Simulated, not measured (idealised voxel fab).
The following process module bears the name voxel transistor to metal.
Xsec cut, 260 nm wide, square cell size 5 nm.
When this document writes out a cross-section, it uses a grid of square cells and lists it as bands, beginning at the top and moving down, with a band standing for one or more rows of cells. Basically the band line says how high the top is and how high the bottom is, in nm, and then what's in it from left to right, every material with its width in nm. Empty space shows up as "blank", and if a single material carries "everywhere" it runs the full band edge to edge. Ref level 0: as-received wafer is one material below here. Bottom band extends down with no lower bound ("0 -> down"). Top row gets the first number, bottom row gets the second, and each row in between changes by the same step: that is how a band width like "30->40" works. "nothing altered" after a step means that no cell of the cross-section changed. Closed-off voids of 8+ cells (no open route to the top) go in "Trapped void list", written width x height at distance from the left edge, in nm. Formally, on a step line, whatever follows the settings is a remark that the simulator itself makes on the step. overlay nm: how far to the right of its planned place the mask lay on this masked step (negative: to the left). Every pair from here on: before one process step, after it. The after cross-section reaches only to the lowest band that changed. Below the pair: the step in between and its settings. Pairs can belong to different runs of this module on the same starting wafer; a pair carries on from the pair above only if the entry headed "Before processing" says so.
Before processing
- 90 -> 80 = W everywhere
- 80 -> 75 = TiN (30)  W (5)  TiN (60)  W (5)  TiN (60)  W (5)  TiN (60)  W (5)  TiN (30)
- 75 -> 60 = lowk (25)  TiN (5)  W (5)  TiN (5)  lowk (50)  TiN (5)  W (5)  TiN (5)  lowk (50)  TiN (5)  W (5)  TiN (5)  lowk (50)  TiN (5)  W (5)  TiN (5)  lowk (25)
- 60 -> 55 = SiCN (25)  TiN (15)  SiCN (50)  TiN (15)  SiCN (50)  TiN (15)  SiCN (50)  TiN (15)  SiCN (25)
- 55 -> 45 = SiO2 (25)  TiN (5)  Ru (5)  TiN (5)  SiO2 (50)  TiN (5)  Ru (5)  TiN (5)  SiO2 (50)  TiN (5)  Ru (5)  TiN (5)  SiO2 (50)  TiN (5)  Ru (5)  TiN (5)  SiO2 (25)
- 45 -> 30 = SiO2 (25)  TiN (5)  Ru (5)  TiN (5)  SiN (10)  SiO2 (5)  SiCN (20)  SiO2 (5)  SiN (10)  TiN (5)  Ru (5)  TiN (5)  SiO2 (50)  TiN (5)  Ru (5)  TiN (5)  SiN (10)  SiO2 (5)  SiCN (20)  SiO2 (5)  SiN (10)  TiN (5)  Ru (5)  TiN (5)  SiO2 (25)
- 30 -> 20 = SiO2 (25)  TiN (5)  Ru (5)  TiN (5)  SiN (10)  SiO2 (5)  polySi (20)  SiO2 (5)  SiN (10)  TiN (5)  Ru (5)  TiN (5)  SiO2 (50)  TiN (5)  Ru (5)  TiN (5)  SiN (10)  SiO2 (5)  polySi (20)  SiO2 (5)  SiN (10)  TiN (5)  Ru (5)  TiN (5)  SiO2 (25)
- 20 -> 15 = SiO2 (25)  TiN (15)  SiN (10)  SiO2 (5)  polySi (20)  SiO2 (5)  SiN (10)  TiN (15)  SiO2 (50)  TiN (15)  SiN (10)  SiO2 (5)  polySi (20)  SiO2 (5)  SiN (10)  TiN (15)  SiO2 (25)
- 15 -> 0 = SiO2 (20)  pSi (20)  SiN (10)  SiO2 (5)  polySi (20)  SiO2 (5)  SiN (10)  pSi (20)  SiO2 (40)  pSi (20)  SiN (10)  SiO2 (5)  polySi (20)  SiO2 (5)  SiN (10)  pSi (20)  SiO2 (20)
- 0 -> -5 = SiO2 (15)  pSi (25)  SiO2 (50)  pSi (25)  SiO2 (30)  pSi (25)  SiO2 (50)  pSi (25)  SiO2 (15)
- -5 -> -20 = SiO2 (20)  pSi (20)  Si (50)  pSi (20)  SiO2 (40)  pSi (20)  Si (50)  pSi (20)  SiO2 (20)
- -20 -> -30 = SiO2 (20)  Si (90)  SiO2 (40)  Si (90)  SiO2 (20)
- -30 -> down = Si everywhere
- Trapped void list: none
Post-Process View
- 95 -> 90 = Ru everywhere
- Lower than 90, everything is as it was.
- Trapped void list: none
Which step turns the before cross-section above into the after cross-section? EPI with material Ru, thk nm 5
Before processing: The initial state for this step is given by the after cross-section of the immediately preceding pair.
Post-Process View
- 100 -> 95 = SiCN everywhere
- Lower than 95, everything is as it was.
- Trapped void list: none
Which step turns the before cross-section above into the after cross-section? FILL_DEP with material SiCN, thk nm 5
Before processing
- 25 -> 15 = blank (15)  aC (100)  blank (30)  aC (100)  blank (15)
- 15 -> 5 = blank (15)  SiN (100)  blank (30)  SiN (100)  blank (15)
- 5 -> 0 = blank (15)  SiO2 (100)  blank (30)  SiO2 (100)  blank (15)
- 0 -> -25 = blank (15)  Si (100)  blank (30)  Si (100)  blank (15)
- -25 -> down = Si everywhere
- Trapped void list: none
Post-Process View
- 25 -> 15 = blank (15)  aC (100)  blank (30)  aC (100)  blank (15)
- 15 -> 5 = blank (15)  SiN (100)  blank (30)  SiN (100)  blank (15)
- 5 -> 0 = blank (15)  SiO2 (100)  blank (30)  SiO2 (100)  blank (15)
- 0 -> -50 = blank (15)  Si (100)  blank (30)  Si (100)  blank (15)
- Lower than -50, everything is as it was.
- Trapped void list: none
Which step turns the before cross-section above into the after cross-section? DIRECTIONAL_ETCH with etch materials Si, depth nm 25
Before processing: The initial state for this step is given by the after cross-section of the immediately preceding pair.
Post-Process View
- 15 -> 5 = blank (15)  SiN (100)  blank (30)  SiN (100)  blank (15)
- Lower than 5, everything is as it was.
- Trapped void list: none
Which step turns the before cross-section above into the after cross-section? STRIP with etch materials aC
Before processing: The initial state for this step is given by the after cross-section of the immediately preceding pair.
Post-Process View
- 15 -> 5 = blank (15)  SiN (100)  blank (30)  SiN (100)  blank (15)
- 5 -> 0 = blank (15)  SiO2 (100)  blank (30)  SiO2 (100)  blank (15)
- 0 -> -50 = blank (15)  SiO2 (5)  Si (90)  SiO2 (5)  blank (30)  SiO2 (5)  Si (90)  SiO2 (5)  blank (15)
- -50 -> -55 = SiO2 (20)  Si (90)  SiO2 (40)  Si (90)  SiO2 (20)
- Lower than -55, everything is as it was.
- Trapped void list: none
Which step turns the before cross-section above into the after cross-section? OXIDIZE with depth nm 5
Before processing: The initial state for this step is given by the after cross-section of the immediately preceding pair.
Post-Process View
- 20 -> 15 = SiO2 everywhere
- 15 -> 5 = SiO2 (15)  SiN (100)  SiO2 (30)  SiN (100)  SiO2 (15)
- 5 -> 0 = SiO2 everywhere
- 0 -> -55 = SiO2 (20)  Si (90)  SiO2 (40)  Si (90)  SiO2 (20)
- Lower than -55, everything is as it was.
- Trapped void list: none
Which step turns the before cross-section above into the after cross-section? FILL_DEP with material SiO2, thk nm 5
Before processing: The initial state for this step is given by the after cross-section of the immediately preceding pair.
Post-Process View
- 15 -> 5 = SiO2 (15)  SiN (100)  SiO2 (30)  SiN (100)  SiO2 (15)
- Lower than 5, everything is as it was.
- Trapped void list: none
Which step turns the before cross-section above into the after cross-section? CMP with height nm 15
Before processing: The initial state for this step is given by the after cross-section of the immediately preceding pair.
Post-Process View
- 15 -> 5 = blank (15)  SiN (100)  blank (30)  SiN (100)  blank (15)
- Lower than 5, everything is as it was.
- Trapped void list: none
Which step turns the before cross-section above into the after cross-section? SELECTIVE_ETCH with etch materials SiO2, depth nm 10
Before processing: The initial state for this step is given by the after cross-section of the immediately preceding pair.
Post-Process View
- 5 -> 0 = SiO2 everywhere
- Lower than 0, everything is as it was.
- Trapped void list: none
Which step turns the before cross-section above into the after cross-section? STRIP with etch materials SiN
Before processing: The initial state for this step is given by the after cross-section of the immediately preceding pair.
Post-Process View
- 0 -> -55 = SiO2 (20)  Si (90)  SiO2 (40)  Si (90)  SiO2 (20)
- Lower than -55, everything is as it was.
- Trapped void list: none
Which step turns the before cross-section above into the after cross-section? SELECTIVE_ETCH with etch materials SiO2, depth nm 5
Before processing: The initial state for this step is given by the after cross-section of the immediately preceding pair.
Post-Process View
- 0 -> -5 = SiO2 everywhere
- Lower than -5, everything is as it was.
- Trapped void list: none
Which step turns the before cross-section above into the after cross-section? OXIDIZE with depth nm 5
Before processing: The initial state for this step is given by the after cross-section of the immediately preceding pair.
Post-Process View
- 30 -> 0 = polySi everywhere
- Lower than 0, everything is as it was.
- Trapped void list: none
Which step turns the before cross-section above into the after cross-section? DIRECTIONAL_DEP with material polySi, thk nm 30
Before processing: The initial state for this step is given by the after cross-section of the immediately preceding pair.
Post-Process View
- 45 -> 30 = SiCN everywhere
- Lower than 30, everything is as it was.
- Trapped void list: none
Which step turns the before cross-section above into the after cross-section? DIRECTIONAL_DEP with material SiCN, thk nm 15
Before processing: The initial state for this step is given by the after cross-section of the immediately preceding pair.
Post-Process View
- 60 -> 45 = blank (55)  resist (20)  blank (110)  resist (20)  blank (55)
- Lower than 45, everything is as it was.
- Trapped void list: none
Which step turns the before cross-section above into the after cross-section? PATTERN with tone cover, mask id GATE, material resist, width nm 20, pitch nm 130, thk nm 15, overlay nm 0
Before processing: The initial state for this step is given by the after cross-section of the immediately preceding pair.
Post-Process View
- 60 -> 45 = blank (55)  resist (20)  blank (110)  resist (20)  blank (55)
- 45 -> 30 = blank (55)  SiCN (20)  blank (110)  SiCN (20)  blank (55)
- Lower than 30, everything is as it was.
- Trapped void list: none
Which step turns the before cross-section above into the after cross-section? DIRECTIONAL_ETCH with etch materials SiCN, depth nm 25
Before processing: The initial state for this step is given by the after cross-section of the immediately preceding pair.
Post-Process View
- 60 -> 45 = blank (55)  resist (20)  blank (110)  resist (20)  blank (55)
- 45 -> 30 = blank (55)  SiCN (20)  blank (110)  SiCN (20)  blank (55)
- 30 -> 0 = blank (55)  polySi (20)  blank (110)  polySi (20)  blank (55)
- Lower than 0, everything is as it was.
- Trapped void list: none
Which step turns the before cross-section above into the after cross-section? DIRECTIONAL_ETCH with etch materials polySi, depth nm 40
Before processing: The initial state for this step is given by the after cross-section of the immediately preceding pair.
Post-Process View
- 45 -> 30 = blank (55)  SiCN (20)  blank (110)  SiCN (20)  blank (55)
- Lower than 30, everything is as it was.
- Trapped void list: none
Which step turns the before cross-section above into the after cross-section? STRIP with etch materials resist
Before processing: The initial state for this step is given by the after cross-section of the immediately preceding pair.
Post-Process View
- 50 -> 45 = blank (50)  SiO2 (30)  blank (100)  SiO2 (30)  blank (50)
- 45 -> 30 = blank (50)  SiO2 (5)  SiCN (20)  SiO2 (5)  blank (100)  SiO2 (5)  SiCN (20)  SiO2 (5)  blank (50)
- 30 -> 5 = blank (50)  SiO2 (5)  polySi (20)  SiO2 (5)  blank (100)  SiO2 (5)  polySi (20)  SiO2 (5)  blank (50)
- 5 -> 0 = SiO2 (55)  polySi (20)  SiO2 (110)  polySi (20)  SiO2 (55)
- Lower than 0, everything is as it was.
- Trapped void list: none
Which step turns the before cross-section above into the after cross-section? CONFORMAL_DEP with material SiO2, thk nm 5
Before processing: The initial state for this step is given by the after cross-section of the immediately preceding pair.
Post-Process View
- 45 -> 30 = blank (50)  SiO2 (5)  SiCN (20)  SiO2 (5)  blank (100)  SiO2 (5)  SiCN (20)  SiO2 (5)  blank (50)
- 30 -> 0 = blank (50)  SiO2 (5)  polySi (20)  SiO2 (5)  blank (100)  SiO2 (5)  polySi (20)  SiO2 (5)  blank (50)
- Lower than 0, everything is as it was.
- Trapped void list: none
Which step turns the before cross-section above into the after cross-section? DIRECTIONAL_ETCH with etch materials SiO2, depth nm 5
Before processing: The initial state for this step is given by the after cross-section of the immediately preceding pair.
Post-Process View
- 55 -> 45 = blank (40)  SiN (50)  blank (80)  SiN (50)  blank (40)
- 45 -> 30 = blank (40)  SiN (10)  SiO2 (5)  SiCN (20)  SiO2 (5)  SiN (10)  blank (80)  SiN (10)  SiO2 (5)  SiCN (20)  SiO2 (5)  SiN (10)  blank (40)
- 30 -> 10 = blank (40)  SiN (10)  SiO2 (5)  polySi (20)  SiO2 (5)  SiN (10)  blank (80)  SiN (10)  SiO2 (5)  polySi (20)  SiO2 (5)  SiN (10)  blank (40)
- 10 -> 0 = SiN (50)  SiO2 (5)  polySi (20)  SiO2 (5)  SiN (100)  SiO2 (5)  polySi (20)  SiO2 (5)  SiN (50)
- Lower than 0, everything is as it was.
- Trapped void list: none
Which step turns the before cross-section above into the after cross-section? CONFORMAL_DEP with material SiN, thk nm 10
Before processing: The initial state for this step is given by the after cross-section of the immediately preceding pair.
Post-Process View
- 45 -> 30 = blank (40)  SiN (10)  SiO2 (5)  SiCN (20)  SiO2 (5)  SiN (10)  blank (80)  SiN (10)  SiO2 (5)  SiCN (20)  SiO2 (5)  SiN (10)  blank (40)
- 30 -> 0 = blank (40)  SiN (10)  SiO2 (5)  polySi (20)  SiO2 (5)  SiN (10)  blank (80)  SiN (10)  SiO2 (5)  polySi (20)  SiO2 (5)  SiN (10)  blank (40)
- Lower than 0, everything is as it was.
- Trapped void list: none
Which step turns the before cross-section above into the after cross-section? DIRECTIONAL_ETCH with etch materials SiN, depth nm 10
Before processing: The initial state for this step is given by the after cross-section of the immediately preceding pair.
Post-Process View
- 45 -> 40 = blank (40)  SiN (10)  blank (5)  SiCN (20)  blank (5)  SiN (10)  blank (80)  SiN (10)  blank (5)  SiCN (20)  blank (5)  SiN (10)  blank (40)
- 40 -> 30 = blank (40)  SiN (10)  SiO2 (5)  SiCN (20)  SiO2 (5)  SiN (10)  blank (80)  SiN (10)  SiO2 (5)  SiCN (20)  SiO2 (5)  SiN (10)  blank (40)
- 30 -> 0 = blank (40)  SiN (10)  SiO2 (5)  polySi (20)  SiO2 (5)  SiN (10)  blank (80)  SiN (10)  SiO2 (5)  polySi (20)  SiO2 (5)  SiN (10)  blank (40)
- 0 -> -5 = blank (40)  SiO2 (50)  blank (80)  SiO2 (50)  blank (40)
- Lower than -5, everything is as it was.
- Trapped void list: none
Which step turns the before cross-section above into the after cross-section? DIRECTIONAL_ETCH with etch materials SiO2, depth nm 5
Before processing: The initial state for this step is given by the after cross-section of the immediately preceding pair.
Post-Process View
- 45 -> 40 = blank (40)  SiN (10)  blank (5)  SiCN (20)  blank (5)  SiN (10)  blank (80)  SiN (10)  blank (5)  SiCN (20)  blank (5)  SiN (10)  blank (40)
- 40 -> 30 = blank (40)  SiN (10)  SiO2 (5)  SiCN (20)  SiO2 (5)  SiN (10)  blank (80)  SiN (10)  SiO2 (5)  SiCN (20)  SiO2 (5)  SiN (10)  blank (40)
- 30 -> 0 = blank (40)  SiN (10)  SiO2 (5)  polySi (20)  SiO2 (5)  SiN (10)  blank (80)  SiN (10)  SiO2 (5)  polySi (20)  SiO2 (5)  SiN (10)  blank (40)
- 0 -> -5 = blank (40)  SiO2 (50)  blank (80)  SiO2 (50)  blank (40)
- -5 -> -20 = SiO2 (20)  blank (20)  Si (50)  blank (20)  SiO2 (40)  blank (20)  Si (50)  blank (20)  SiO2 (20)
- Lower than -20, everything is as it was.
- Trapped void list: none
Which step turns the before cross-section above into the after cross-section? DIRECTIONAL_ETCH with etch materials Si, depth nm 15
Before processing: The initial state for this step is given by the after cross-section of the immediately preceding pair.
Post-Process View
- 45 -> 40 = blank (40)  SiN (10)  blank (5)  SiCN (20)  blank (5)  SiN (10)  blank (80)  SiN (10)  blank (5)  SiCN (20)  blank (5)  SiN (10)  blank (40)
- 40 -> 30 = blank (40)  SiN (10)  SiO2 (5)  SiCN (20)  SiO2 (5)  SiN (10)  blank (80)  SiN (10)  SiO2 (5)  SiCN (20)  SiO2 (5)  SiN (10)  blank (40)
- 30 -> 15 = blank (40)  SiN (10)  SiO2 (5)  polySi (20)  SiO2 (5)  SiN (10)  blank (80)  SiN (10)  SiO2 (5)  polySi (20)  SiO2 (5)  SiN (10)  blank (40)
- 15 -> 0 = blank (20)  pSi (20)  SiN (10)  SiO2 (5)  polySi (20)  SiO2 (5)  SiN (10)  pSi (20)  blank (40)  pSi (20)  SiN (10)  SiO2 (5)  polySi (20)  SiO2 (5)  SiN (10)  pSi (20)  blank (20)
- 0 -> -5 = blank (15)  pSi (25)  SiO2 (50)  pSi (25)  blank (30)  pSi (25)  SiO2 (50)  pSi (25)  blank (15)
- -5 -> -20 = SiO2 (20)  pSi (20)  Si (50)  pSi (20)  SiO2 (40)  pSi (20)  Si (50)  pSi (20)  SiO2 (20)
- Lower than -20, everything is as it was.
- Trapped void list: none
Which step turns the before cross-section above into the after cross-section? EPI with material pSi, thk nm 20
Before processing: The initial state for this step is given by the after cross-section of the immediately preceding pair.
Post-Process View
- 55 -> 45 = SiO2 everywhere
- 45 -> 30 = SiO2 (40)  SiN (10)  SiO2 (5)  SiCN (20)  SiO2 (5)  SiN (10)  SiO2 (80)  SiN (10)  SiO2 (5)  SiCN (20)  SiO2 (5)  SiN (10)  SiO2 (40)
- 30 -> 15 = SiO2 (40)  SiN (10)  SiO2 (5)  polySi (20)  SiO2 (5)  SiN (10)  SiO2 (80)  SiN (10)  SiO2 (5)  polySi (20)  SiO2 (5)  SiN (10)  SiO2 (40)
- 15 -> 0 = SiO2 (20)  pSi (20)  SiN (10)  SiO2 (5)  polySi (20)  SiO2 (5)  SiN (10)  pSi (20)  SiO2 (40)  pSi (20)  SiN (10)  SiO2 (5)  polySi (20)  SiO2 (5)  SiN (10)  pSi (20)  SiO2 (20)
- 0 -> -5 = SiO2 (15)  pSi (25)  SiO2 (50)  pSi (25)  SiO2 (30)  pSi (25)  SiO2 (50)  pSi (25)  SiO2 (15)
- Lower than -5, everything is as it was.
- Trapped void list: none
Which step turns the before cross-section above into the after cross-section? FILL_DEP with material SiO2, thk nm 10
Before processing: The initial state for this step is given by the after cross-section of the immediately preceding pair.
Post-Process View
- 45 -> 30 = SiO2 (40)  SiN (10)  SiO2 (5)  SiCN (20)  SiO2 (5)  SiN (10)  SiO2 (80)  SiN (10)  SiO2 (5)  SiCN (20)  SiO2 (5)  SiN (10)  SiO2 (40)
- Lower than 30, everything is as it was.
- Trapped void list: none
Which step turns the before cross-section above into the after cross-section? CMP with height nm 45
Before processing: The initial state for this step is given by the after cross-section of the immediately preceding pair.
Post-Process View
- 55 -> 45 = SiO2 everywhere
- Lower than 45, everything is as it was.
- Trapped void list: none
Which step turns the before cross-section above into the after cross-section? DIRECTIONAL_DEP with material SiO2, thk nm 10
Before processing: The initial state for this step is given by the after cross-section of the immediately preceding pair.
Post-Process View
- 70 -> 55 = resist (25)  blank (15)  resist (50)  blank (15)  resist (50)  blank (15)  resist (50)  blank (15)  resist (25)
- Lower than 55, everything is as it was.
- Trapped void list: none
Which step turns the before cross-section above into the after cross-section? PATTERN with tone open, mask id CONTACT, material resist, width nm 15, pitch nm 65, thk nm 15, overlay nm 0
Before processing: The initial state for this step is given by the after cross-section of the immediately preceding pair.
Post-Process View
- 70 -> 55 = resist (25)  blank (15)  resist (50)  blank (15)  resist (50)  blank (15)  resist (50)  blank (15)  resist (25)
- 55 -> 45 = SiO2 (25)  blank (15)  SiO2 (50)  blank (15)  SiO2 (50)  blank (15)  SiO2 (50)  blank (15)  SiO2 (25)
- 45 -> 30 = SiO2 (25)  blank (15)  SiN (10)  SiO2 (5)  SiCN (20)  SiO2 (5)  SiN (10)  blank (15)  SiO2 (50)  blank (15)  SiN (10)  SiO2 (5)  SiCN (20)  SiO2 (5)  SiN (10)  blank (15)  SiO2 (25)
- 30 -> 15 = SiO2 (25)  blank (15)  SiN (10)  SiO2 (5)  polySi (20)  SiO2 (5)  SiN (10)  blank (15)  SiO2 (50)  blank (15)  SiN (10)  SiO2 (5)  polySi (20)  SiO2 (5)  SiN (10)  blank (15)  SiO2 (25)
- Lower than 15, everything is as it was.
- Trapped void list: none
Which step turns the before cross-section above into the after cross-section? DIRECTIONAL_ETCH with etch materials SiO2, depth nm 40
Before processing: The initial state for this step is given by the after cross-section of the immediately preceding pair.
Post-Process View
- 55 -> 45 = SiO2 (25)  blank (15)  SiO2 (50)  blank (15)  SiO2 (50)  blank (15)  SiO2 (50)  blank (15)  SiO2 (25)
- Lower than 45, everything is as it was.
- Trapped void list: none
Which step turns the before cross-section above into the after cross-section? STRIP with etch materials resist
Before processing: The initial state for this step is given by the after cross-section of the immediately preceding pair.
Post-Process View
- 60 -> 55 = TiN (30)  blank (5)  TiN (60)  blank (5)  TiN (60)  blank (5)  TiN (60)  blank (5)  TiN (30)
- 55 -> 45 = SiO2 (25)  TiN (5)  blank (5)  TiN (5)  SiO2 (50)  TiN (5)  blank (5)  TiN (5)  SiO2 (50)  TiN (5)  blank (5)  TiN (5)  SiO2 (50)  TiN (5)  blank (5)  TiN (5)  SiO2 (25)
- 45 -> 30 = SiO2 (25)  TiN (5)  blank (5)  TiN (5)  SiN (10)  SiO2 (5)  SiCN (20)  SiO2 (5)  SiN (10)  TiN (5)  blank (5)  TiN (5)  SiO2 (50)  TiN (5)  blank (5)  TiN (5)  SiN (10)  SiO2 (5)  SiCN (20)  SiO2 (5)  SiN (10)  TiN (5)  blank (5)  TiN (5)  SiO2 (25)
- 30 -> 20 = SiO2 (25)  TiN (5)  blank (5)  TiN (5)  SiN (10)  SiO2 (5)  polySi (20)  SiO2 (5)  SiN (10)  TiN (5)  blank (5)  TiN (5)  SiO2 (50)  TiN (5)  blank (5)  TiN (5)  SiN (10)  SiO2 (5)  polySi (20)  SiO2 (5)  SiN (10)  TiN (5)  blank (5)  TiN (5)  SiO2 (25)
- 20 -> 15 = SiO2 (25)  TiN (15)  SiN (10)  SiO2 (5)  polySi (20)  SiO2 (5)  SiN (10)  TiN (15)  SiO2 (50)  TiN (15)  SiN (10)  SiO2 (5)  polySi (20)  SiO2 (5)  SiN (10)  TiN (15)  SiO2 (25)
- Lower than 15, everything is as it was.
- Trapped void list: none
Which step turns the before cross-section above into the after cross-section? CONFORMAL_DEP with material TiN, thk nm 5
Before processing: The initial state for this step is given by the after cross-section of the immediately preceding pair.
Post-Process View
- 65 -> 60 = Ru everywhere
- 60 -> 55 = TiN (30)  Ru (5)  TiN (60)  Ru (5)  TiN (60)  Ru (5)  TiN (60)  Ru (5)  TiN (30)
- 55 -> 45 = SiO2 (25)  TiN (5)  Ru (5)  TiN (5)  SiO2 (50)  TiN (5)  Ru (5)  TiN (5)  SiO2 (50)  TiN (5)  Ru (5)  TiN (5)  SiO2 (50)  TiN (5)  Ru (5)  TiN (5)  SiO2 (25)
- 45 -> 30 = SiO2 (25)  TiN (5)  Ru (5)  TiN (5)  SiN (10)  SiO2 (5)  SiCN (20)  SiO2 (5)  SiN (10)  TiN (5)  Ru (5)  TiN (5)  SiO2 (50)  TiN (5)  Ru (5)  TiN (5)  SiN (10)  SiO2 (5)  SiCN (20)  SiO2 (5)  SiN (10)  TiN (5)  Ru (5)  TiN (5)  SiO2 (25)
- 30 -> 20 = SiO2 (25)  TiN (5)  Ru (5)  TiN (5)  SiN (10)  SiO2 (5)  polySi (20)  SiO2 (5)  SiN (10)  TiN (5)  Ru (5)  TiN (5)  SiO2 (50)  TiN (5)  Ru (5)  TiN (5)  SiN (10)  SiO2 (5)  polySi (20)  SiO2 (5)  SiN (10)  TiN (5)  Ru (5)  TiN (5)  SiO2 (25)
- Lower than 20, everything is as it was.
- Trapped void list: none
Which step turns the before cross-section above into the after cross-section? FILL_DEP with material Ru, thk nm 5
Before processing: The initial state for this step is given by the after cross-section of the immediately preceding pair.
Post-Process View
- 55 -> 45 = SiO2 (25)  TiN (5)  Ru (5)  TiN (5)  SiO2 (50)  TiN (5)  Ru (5)  TiN (5)  SiO2 (50)  TiN (5)  Ru (5)  TiN (5)  SiO2 (50)  TiN (5)  Ru (5)  TiN (5)  SiO2 (25)
- Lower than 45, everything is as it was.
- Trapped void list: none
Which step turns the before cross-section above into the after cross-section? CMP with height nm 55
Before processing: The initial state for this step is given by the after cross-section of the immediately preceding pair.
Post-Process View
- 60 -> 55 = SiCN everywhere
- Lower than 55, everything is as it was.
- Trapped void list: none
Which step turns the before cross-section above into the after cross-section? CONFORMAL_DEP with material SiCN, thk nm 5
Before processing: The initial state for this step is given by the after cross-section of the immediately preceding pair.
Post-Process View
- 75 -> 60 = lowk everywhere
- Lower than 60, everything is as it was.
- Trapped void list: none
Which step turns the before cross-section above into the after cross-section? DIRECTIONAL_DEP with material lowk, thk nm 15
Before processing: The initial state for this step is given by the after cross-section of the immediately preceding pair.
Post-Process View
- 90 -> 75 = aC everywhere
- Lower than 75, everything is as it was.
- Trapped void list: none
Which step turns the before cross-section above into the after cross-section? DIRECTIONAL_DEP with material aC, thk nm 15
Before processing: The initial state for this step is given by the after cross-section of the immediately preceding pair.
Post-Process View
- 120 -> 90 = resist (25)  blank (15)  resist (50)  blank (15)  resist (50)  blank (15)  resist (50)  blank (15)  resist (25)
- Lower than 90, everything is as it was.
- Trapped void list: none
Which step turns the before cross-section above into the after cross-section? PATTERN with tone open, mask id METAL_1, material resist, width nm 15, pitch nm 65, thk nm 30, overlay nm 0
Before processing: The initial state for this step is given by the after cross-section of the immediately preceding pair.
Post-Process View
- 105 -> 90 = resist (25)  blank (15)  resist (50)  blank (15)  resist (50)  blank (15)  resist (50)  blank (15)  resist (25)
- 90 -> 75 = aC (25)  blank (15)  aC (50)  blank (15)  aC (50)  blank (15)  aC (50)  blank (15)  aC (25)
- Lower than 75, everything is as it was.
- Trapped void list: none
Which step turns the before cross-section above into the after cross-section? DIRECTIONAL_ETCH with etch materials aC, depth nm 15
Before processing: The initial state for this step is given by the after cross-section of the immediately preceding pair.
Post-Process View
- 90 -> 75 = aC (25)  blank (15)  aC (50)  blank (15)  aC (50)  blank (15)  aC (50)  blank (15)  aC (25)
- Lower than 75, everything is as it was.
- Trapped void list: none
Which step turns the before cross-section above into the after cross-section? STRIP with etch materials resist
Before processing: The initial state for this step is given by the after cross-section of the immediately preceding pair.
Post-Process View
- 90 -> 75 = aC (25)  blank (15)  aC (50)  blank (15)  aC (50)  blank (15)  aC (50)  blank (15)  aC (25)
- 75 -> 60 = lowk (25)  blank (15)  lowk (50)  blank (15)  lowk (50)  blank (15)  lowk (50)  blank (15)  lowk (25)
- Lower than 60, everything is as it was.
- Trapped void list: none
Which step turns the before cross-section above into the after cross-section? DIRECTIONAL_ETCH with etch materials lowk, depth nm 15
Before processing: The initial state for this step is given by the after cross-section of the immediately preceding pair.
Post-Process View
- 90 -> 75 = aC (25)  blank (15)  aC (50)  blank (15)  aC (50)  blank (15)  aC (50)  blank (15)  aC (25)
- 75 -> 60 = lowk (25)  blank (15)  lowk (50)  blank (15)  lowk (50)  blank (15)  lowk (50)  blank (15)  lowk (25)
- 60 -> 55 = SiCN (25)  blank (15)  SiCN (50)  blank (15)  SiCN (50)  blank (15)  SiCN (50)  blank (15)  SiCN (25)
- Lower than 55, everything is as it was.
- Trapped void list: none
Which step turns the before cross-section above into the after cross-section? DIRECTIONAL_ETCH with etch materials SiCN, depth nm 5
Before processing: The initial state for this step is given by the after cross-section of the immediately preceding pair.
Post-Process View
- 75 -> 60 = lowk (25)  blank (15)  lowk (50)  blank (15)  lowk (50)  blank (15)  lowk (50)  blank (15)  lowk (25)
- Lower than 60, everything is as it was.
- Trapped void list: none
Which step turns the before cross-section above into the after cross-section? STRIP with etch materials aC
Before processing: The initial state for this step is given by the after cross-section of the immediately preceding pair.
Post-Process View
- 80 -> 75 = TiN (30)  blank (5)  TiN (60)  blank (5)  TiN (60)  blank (5)  TiN (60)  blank (5)  TiN (30)
- 75 -> 60 = lowk (25)  TiN (5)  blank (5)  TiN (5)  lowk (50)  TiN (5)  blank (5)  TiN (5)  lowk (50)  TiN (5)  blank (5)  TiN (5)  lowk (50)  TiN (5)  blank (5)  TiN (5)  lowk (25)
- 60 -> 55 = SiCN (25)  TiN (15)  SiCN (50)  TiN (15)  SiCN (50)  TiN (15)  SiCN (50)  TiN (15)  SiCN (25)
- Lower than 55, everything is as it was.
- Trapped void list: none
Which step turns the before cross-section above into the after cross-section? CONFORMAL_DEP with material TiN, thk nm 5
Before processing: The initial state for this step is given by the after cross-section of the immediately preceding pair.
Post-Process View
- 90 -> 80 = W everywhere
- 80 -> 75 = TiN (30)  W (5)  TiN (60)  W (5)  TiN (60)  W (5)  TiN (60)  W (5)  TiN (30)
- 75 -> 60 = lowk (25)  TiN (5)  W (5)  TiN (5)  lowk (50)  TiN (5)  W (5)  TiN (5)  lowk (50)  TiN (5)  W (5)  TiN (5)  lowk (50)  TiN (5)  W (5)  TiN (5)  lowk (25)
- Lower than 60, everything is as it was.
- Trapped void list: none
Which step turns the before cross-section above into the after cross-section? FILL_DEP with material W, thk nm 10
Before processing: The initial state for this step is given by the after cross-section of the immediately preceding pair.
Post-Process View
- 75 -> 60 = lowk (25)  TiN (5)  W (5)  TiN (5)  lowk (50)  TiN (5)  W (5)  TiN (5)  lowk (50)  TiN (5)  W (5)  TiN (5)  lowk (50)  TiN (5)  W (5)  TiN (5)  lowk (25)
- Lower than 60, everything is as it was.
- Trapped void list: none
Which step turns the before cross-section above into the after cross-section? CMP with height nm 75
Before processing: The initial state for this step is given by the after cross-section of the immediately preceding pair.
Post-Process View
- 80 -> 75 = blank (20)  Ru (25)  blank (40)  Ru (25)  blank (40)  Ru (25)  blank (40)  Ru (25)  blank (20)
- Lower than 75, everything is as it was.
- Trapped void list: none
Which step turns the before cross-section above into the after cross-section? EPI with material Ru, thk nm 5
Before processing: The initial state for this step is given by the after cross-section of the immediately preceding pair.
Post-Process View
- 85 -> 80 = SiCN everywhere
- 80 -> 75 = SiCN (20)  Ru (25)  SiCN (40)  Ru (25)  SiCN (40)  Ru (25)  SiCN (40)  Ru (25)  SiCN (20)
- Lower than 75, everything is as it was.
- Trapped void list: none
Which step turns the before cross-section above into the after cross-section? FILL_DEP with material SiCN, thk nm 5
